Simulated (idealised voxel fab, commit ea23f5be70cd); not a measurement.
Title: Process Module voxel self aligned vias
Cross-section cut: width 155 nm, square cells of 5 nm.
A cross-section is written here as square cells arranged in a grid, and it is given in bands from the top down, each band taking up one or more rows of cells.
What a band's entry tells you: where the top is and where the bottom is, as heights in nm, and after that what lies inside, material by material from left to right, each with its width in nm. Empty space is written as the word "blank", and a single material marked with the word "all across" occupies the band from edge to edge.
For the purposes of this specification, 0 denotes the height below which the wafer in its as-received condition is composed wholly of one material, and the lowermost band, lacking a lower limit, extends downward without end, as expressed in "top 0, no bottom".
When a width is written as two numbers, as in "30->40", the first number is the width in the top row of cells of the band and the second is the width in its bottom row, and the width changes by the same amount from each row to the next.
Key: "no change" - step with no changed cell in the cross-section.
What "Trapped void list" gives you is every empty space of 8 cells or more that is cut off from the top. Each appears as width x height at distance, with the distance taken from the left edge and width, height and distance all in nm.
after a step's settings: what the simulator itself notes on the step
overlay nm: for a step with a mask, the amount by which the mask lay right of where it was planned; a negative amount means left of it.
### Steps in the process plan
1) RECEIVE: material Si
2) CONFORMAL_DEP: material SiO2, thk nm 10
3) CONFORMAL_DEP: material SiCN, thk nm 5
4) DIRECTIONAL_DEP: material lowk, thk nm 25
5) DIRECTIONAL_DEP: material aC, thk nm 15
6) PATTERN: tone open, mask id LINES, material resist, width nm 20, pitch nm 70, thk nm 35, overlay nm 0
7) DIRECTIONAL_ETCH: etch materials aC, depth nm 15
8) STRIP: etch materials resist
9) DIRECTIONAL_ETCH: etch materials lowk, depth nm 25
10) STRIP: etch materials aC
11) CONFORMAL_DEP: material TiN, thk nm 5
12) FILL_DEP: material Ru, thk nm 5
13) CMP: height nm 40
14) SELECTIVE_ETCH: etch materials W Ru TiN, depth nm 5
15) FILL_DEP: material SiN, thk nm 10
16) CMP: height nm 40
17) DIRECTIONAL_DEP: material lowk, thk nm 15
18) MASKED_ETCH: tone open, mask id VIAS, width nm 40, etch materials lowk, depth nm 15, overlay nm 0
19) MASKED_ETCH: tone open, mask id VIAS, width nm 40, etch materials SiN, depth nm 5, overlay nm 0
20) CONFORMAL_DEP: material TiN, thk nm 5
21) FILL_DEP: material Cu, thk nm 10
22) CMP: height nm 55
23) CONFORMAL_DEP: material SiN, thk nm 5
### Here's what the wafer looked like in cross-section when it arrived - that's after step 1
> top 0, no bottom | Si all across
> Trapped void list: none
### Sectioned view, first of two wafers, at the close of the module, processed as intended in the plan
> top 60, bottom 55 | SiN all across
> top 55, bottom 45 | lowk 20, then TiN 5, then Cu 30, then TiN 5, then lowk 95
> top 45, bottom 40 | lowk 20, then TiN 15, then Cu 10, then TiN 15, then lowk 95
> top 40, bottom 35 | lowk 30, then TiN 20, then lowk 50, then SiN 20, then lowk 35
> top 35, bottom 20 | lowk 30, then TiN 5, then Ru 10, then TiN 5, then lowk 50, then TiN 5, then Ru 10, then TiN 5, then lowk 35
> top 20, bottom 15 | lowk 30, then TiN 20, then lowk 50, then TiN 20, then lowk 35
> top 15, bottom 10 | SiCN all across
> top 10, bottom 0 | SiO2 all across
> top 0, no bottom | Si all across
> Trapped void list: none
### So this is wafer number two of the two, cut at the end of the module - it started where the first did and had the same plan, we just got one thing wrong running it
> top 60, bottom 55 | SiN all across
> top 55, bottom 45 | lowk 20, then TiN 5, then Cu 30, then TiN 5, then lowk 95
> top 45, bottom 40 | lowk 20, then TiN 40, then lowk 95
> top 40, bottom 35 | SiCN all across
> top 35, bottom 10 | lowk all across
> top 10, bottom 0 | SiO2 all across
> top 0, no bottom | Si all across
> Trapped void list: none
Finding, execution versus plan: deviation from plan: step 4 and step 3 executed in one another's positions
Final wafer comparison in cells, second versus first, more or fewer per material: 2 fewer of Cu, 12 fewer of Ru, 4 fewer of SiN, 22 fewer of TiN, 40 more of lowk
